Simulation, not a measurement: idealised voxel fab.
voxel wiring stack: a process module
Cross-section cut spans 205 nm and uses square cells 5 nm in size.
Square cells in a grid make up a cross-section in this document, and the grid is given as bands, listed from the top down, each one or more rows of cells.
Basically the band line says how high the top is and how high the bottom is, in nm, and then what's in it from left to right, every material with its width in nm. Empty space shows up as "air", and if a single material carries "full width" it runs the full band edge to edge.
The reference from which all heights are counted is 0, the level beneath which the as-received wafer is entirely one material; the lowest band, having no lower bound, proceeds downward and is written after the example "0 down".
With a width like "30..40", each row of cells in the band differs from the next by the same amount, the top row carrying the first number and the bottom row the second.
A step reported as "changes: none" is a step in which no cell of the cross-section changed.
What "Trapped cavities" gives you is every empty space of 8 cells or more that is cut off from the top. Each appears as width x height at distance, with the distance taken from the left edge and width, height and distance all in nm.
after a step's settings: what the simulator itself notes on the step
"overlay nm" on a masked step: distance the mask lay right of its planned place, negative for left.

# Below is the list of planned process steps
1 RECEIVE: material Si
2 CONFORMAL_DEP: material SiO2, thk nm 10
3 DIRECTIONAL_DEP: material TiN, thk nm 5
4 DIRECTIONAL_DEP: material Ru, thk nm 15
5 MASKED_ETCH: tone cover, mask id METAL_1, width nm 25, pitch nm 45, etch materials Ru, depth nm 15, overlay nm 0
6 MASKED_ETCH: tone cover, mask id METAL_1, width nm 25, pitch nm 45, etch materials TiN, depth nm 5, overlay nm 0
7 FILL_DEP: material lowk, thk nm 5
8 CMP: height nm 30
9 CONFORMAL_DEP: material SiCN, thk nm 5
10 DIRECTIONAL_DEP: material lowk, thk nm 35
11 DIRECTIONAL_DEP: material aC, thk nm 15
12 PATTERN: tone open, mask id METAL_2_HOLES, material resist, width nm 15, pitch nm 45, thk nm 30, overlay nm 0
13 DIRECTIONAL_ETCH: etch materials aC, depth nm 15
14 STRIP: etch materials resist
15 DIRECTIONAL_ETCH: etch materials lowk, depth nm 35
16 STRIP: etch materials aC
17 PATTERN: tone open, mask id METAL_2, material resist, width nm 25, pitch nm 45, thk nm 20, overlay nm 0
18 DIRECTIONAL_ETCH: etch materials lowk, depth nm 20
19 DIRECTIONAL_ETCH: etch materials SiCN, depth nm 5
20 STRIP: etch materials resist
21 CONFORMAL_DEP: material TiN, thk nm 5
22 FILL_DEP: material Cu, thk nm 5
23 CMP: height nm 70
24 CONFORMAL_DEP: material SiCN, thk nm 5
25 DIRECTIONAL_DEP: material lowk, thk nm 20
26 PATTERN: tone open, mask id PLUG_2, material resist, width nm 15, pitch nm 90, thk nm 15, overlay nm 0
27 DIRECTIONAL_ETCH: etch materials lowk, depth nm 20
28 DIRECTIONAL_ETCH: etch materials SiCN, depth nm 5
29 STRIP: etch materials resist
30 CONFORMAL_DEP: material TiN, thk nm 5
31 FILL_DEP: material W, thk nm 10
32 CMP: height nm 95
33 DIRECTIONAL_DEP: material TiN, thk nm 5
34 DIRECTIONAL_DEP: material W, thk nm 15
35 MASKED_ETCH: tone cover, mask id METAL_3, width nm 25, pitch nm 45, etch materials W, depth nm 15, overlay nm 0
36 MASKED_ETCH: tone cover, mask id METAL_3, width nm 25, pitch nm 45, etch materials TiN, depth nm 5, overlay nm 0
37 CONFORMAL_DEP: material SiN, thk nm 5
38 FILL_DEP: material SiO2, thk nm 5
39 CMP: height nm 115
40 CONFORMAL_DEP: material SiCN, thk nm 5

# The cross-section here shows the wafer as received, i.e. in its state after step 1
    0 down | Si full width
    Trapped cavities: none

# End-of-module cross-section of the first of two wafers, processed as planned
    120 to 115 | SiCN full width
    115 to 100 | SiO2 15 nm, then SiN 5 nm, then W 25 nm, then SiN 5 nm, then SiO2 10 nm, then SiN 5 nm, then W 25 nm, then SiN 5 nm, then SiO2 10 nm, then SiN 5 nm, then W 25 nm, then SiN 5 nm, then SiO2 10 nm, then SiN 5 nm, then W 25 nm, then SiN 5 nm, then SiO2 20 nm
    100 to 95 | SiN 20 nm, then TiN 25 nm, then SiN 20 nm, then TiN 25 nm, then SiN 20 nm, then TiN 25 nm, then SiN 20 nm, then TiN 25 nm, then SiN 25 nm
    95 to 75 | lowk 20 nm, then TiN 5 nm, then W 5 nm, then TiN 5 nm, then lowk 75 nm, then TiN 5 nm, then W 5 nm, then TiN 5 nm, then lowk 80 nm
    75 to 70 | SiCN 20 nm, then TiN 15 nm, then SiCN 75 nm, then TiN 15 nm, then SiCN 80 nm
    70 to 55 | lowk 20 nm, then TiN 5 nm, then Cu 15 nm, then TiN 5 nm, then lowk 20 nm, then TiN 5 nm, then Cu 15 nm, then TiN 5 nm, then lowk 20 nm, then TiN 5 nm, then Cu 15 nm, then TiN 5 nm, then lowk 20 nm, then TiN 5 nm, then Cu 15 nm, then TiN 5 nm, then lowk 25 nm
    55 to 50 | lowk 20 nm, then TiN 5 nm, then Cu 5 nm, then TiN 15 nm, then lowk 20 nm, then TiN 5 nm, then Cu 5 nm, then TiN 15 nm, then lowk 20 nm, then TiN 5 nm, then Cu 5 nm, then TiN 15 nm, then lowk 20 nm, then TiN 5 nm, then Cu 5 nm, then TiN 15 nm, then lowk 25 nm
    50 to 35 | lowk 20 nm, then TiN 5 nm, then Cu 5 nm, then TiN 5 nm, then lowk 30 nm, then TiN 5 nm, then Cu 5 nm, then TiN 5 nm, then lowk 30 nm, then TiN 5 nm, then Cu 5 nm, then TiN 5 nm, then lowk 30 nm, then TiN 5 nm, then Cu 5 nm, then TiN 5 nm, then lowk 35 nm
    35 to 30 | SiCN 20 nm, then TiN 15 nm, then SiCN 30 nm, then TiN 15 nm, then SiCN 30 nm, then TiN 15 nm, then SiCN 30 nm, then TiN 15 nm, then SiCN 35 nm
    30 to 15 | lowk 20 nm, then Ru 25 nm, then lowk 20 nm, then Ru 25 nm, then lowk 20 nm, then Ru 25 nm, then lowk 20 nm, then Ru 25 nm, then lowk 25 nm
    15 to 10 | lowk 20 nm, then TiN 25 nm, then lowk 20 nm, then TiN 25 nm, then lowk 20 nm, then TiN 25 nm, then lowk 20 nm, then TiN 25 nm, then lowk 25 nm
    10 to 0 | SiO2 full width
    0 down | Si full width
    Trapped cavities: none

# Second wafer of the two, sectioned at the end of the module. It began like the first and followed the same plan, but one mistake was made while running it
    120 to 115 | SiCN full width
    115 to 105 | SiO2 20 nm, then SiN 5 nm, then W 15 nm, then SiN 5 nm, then SiO2 20 nm, then SiN 5 nm, then W 15 nm, then SiN 5 nm, then SiO2 20 nm, then SiN 5 nm, then W 15 nm, then SiN 5 nm, then SiO2 20 nm, then SiN 5 nm, then W 15 nm, then SiN 5 nm, then SiO2 25 nm
    105 to 100 | SiO2 15 nm, then SiN 10 nm, then W 15 nm, then SiN 10 nm, then SiO2 10 nm, then SiN 10 nm, then W 15 nm, then SiN 10 nm, then SiO2 10 nm, then SiN 10 nm, then W 15 nm, then SiN 10 nm, then SiO2 10 nm, then SiN 10 nm, then W 15 nm, then SiN 10 nm, then SiO2 20 nm
    100 to 95 | SiN 20 nm, then TiN 25 nm, then SiN 20 nm, then TiN 25 nm, then SiN 20 nm, then TiN 25 nm, then SiN 20 nm, then TiN 25 nm, then SiN 25 nm
    95 to 75 | lowk 20 nm, then TiN 5 nm, then W 5 nm, then TiN 5 nm, then lowk 75 nm, then TiN 5 nm, then W 5 nm, then TiN 5 nm, then lowk 80 nm
    75 to 70 | SiCN 20 nm, then TiN 15 nm, then SiCN 75 nm, then TiN 15 nm, then SiCN 80 nm
    70 to 55 | lowk 20 nm, then TiN 5 nm, then Cu 15 nm, then TiN 5 nm, then lowk 20 nm, then TiN 5 nm, then Cu 15 nm, then TiN 5 nm, then lowk 20 nm, then TiN 5 nm, then Cu 15 nm, then TiN 5 nm, then lowk 20 nm, then TiN 5 nm, then Cu 15 nm, then TiN 5 nm, then lowk 25 nm
    55 to 50 | lowk 20 nm, then TiN 5 nm, then Cu 5 nm, then TiN 15 nm, then lowk 20 nm, then TiN 5 nm, then Cu 5 nm, then TiN 15 nm, then lowk 20 nm, then TiN 5 nm, then Cu 5 nm, then TiN 15 nm, then lowk 20 nm, then TiN 5 nm, then Cu 5 nm, then TiN 15 nm, then lowk 25 nm
    50 to 35 | lowk 20 nm, then TiN 5 nm, then Cu 5 nm, then TiN 5 nm, then lowk 30 nm, then TiN 5 nm, then Cu 5 nm, then TiN 5 nm, then lowk 30 nm, then TiN 5 nm, then Cu 5 nm, then TiN 5 nm, then lowk 30 nm, then TiN 5 nm, then Cu 5 nm, then TiN 5 nm, then lowk 35 nm
    35 to 30 | SiCN 20 nm, then TiN 15 nm, then SiCN 30 nm, then TiN 15 nm, then SiCN 30 nm, then TiN 15 nm, then SiCN 30 nm, then TiN 15 nm, then SiCN 35 nm
    30 to 15 | lowk 20 nm, then Ru 25 nm, then lowk 20 nm, then Ru 25 nm, then lowk 20 nm, then Ru 25 nm, then lowk 20 nm, then Ru 25 nm, then lowk 25 nm
    15 to 10 | lowk 20 nm, then TiN 25 nm, then lowk 20 nm, then TiN 25 nm, then lowk 20 nm, then TiN 25 nm, then lowk 20 nm, then TiN 25 nm, then lowk 25 nm
    10 to 0 | SiO2 full width
    0 down | Si full width
    Trapped cavities: none
Plan not followed: step 35 off recipe, ran as MASKED_ETCH: tone cover, mask id METAL_3, width nm 15, pitch nm 45, etch materials W, depth nm 15, overlay nm 0
The second wafer ends with more or fewer cells of some materials than the first, per final count: +8 SiN, +16 SiO2, -24 W
